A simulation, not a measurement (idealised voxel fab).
process module | voxel lift off
cross-section cut | 235 nm wide | cells 5 nm
A cross-section is a grid of square cells, given in bands from the top down. A band is one or more rows of cells.
Each band's line starts with the height of the band's top and of its bottom, in nm. Then come its materials from left to right, each with its width in nm. One material with "throughout" fills the band from edge to edge. "air" is empty space.
Height 0 is the level under which the wafer as received is all one material. The lowest band goes on downwards, as in "0 down".
A width such as "30 to 40" changes by the same amount from each row of cells to the next, from the band's top row to its bottom row.
"no change" after a step means that no cell of the cross-section changed.
closed voids: empty space of 8 cells or more with no open way to the top, each as width x height at its distance from the left edge, in nm
after a step's settings: what the simulator itself notes on the step
overlay nm, on a step with a mask: how far to the right of its planned place the mask lay; to the left if negative
plan
1 op RECEIVE | material Si
2 op CONFORMAL_DEP | material SiN | thk nm 10
3 op PATTERN | tone open | mask id LINES | material resist | width nm 15 | pitch nm 40 | thk nm 30 | overlay nm 0
4 op DIRECTIONAL_DEP | material Ru | thk nm 15
5 op STRIP | etch materials resist
6 op CONFORMAL_DEP | material SiCN | thk nm 10
varied across the wafers: width nm of step 3. The plan shows the first wafer's value. All wafers start alike
first wafer as received, after step 1
  0 down: Si throughout
  closed voids: none
each wafer at the end: cells of each material gained (+) or lost (-) since it was received, then its closed voids
width nm 15 | +18 Ru | +118 SiCN | +94 SiN | closed voids: none
width nm 20 | +24 Ru | +118 SiCN | +94 SiN | closed voids: none
width nm 25 | +30 Ru | +115 SiCN | +94 SiN | closed voids: none
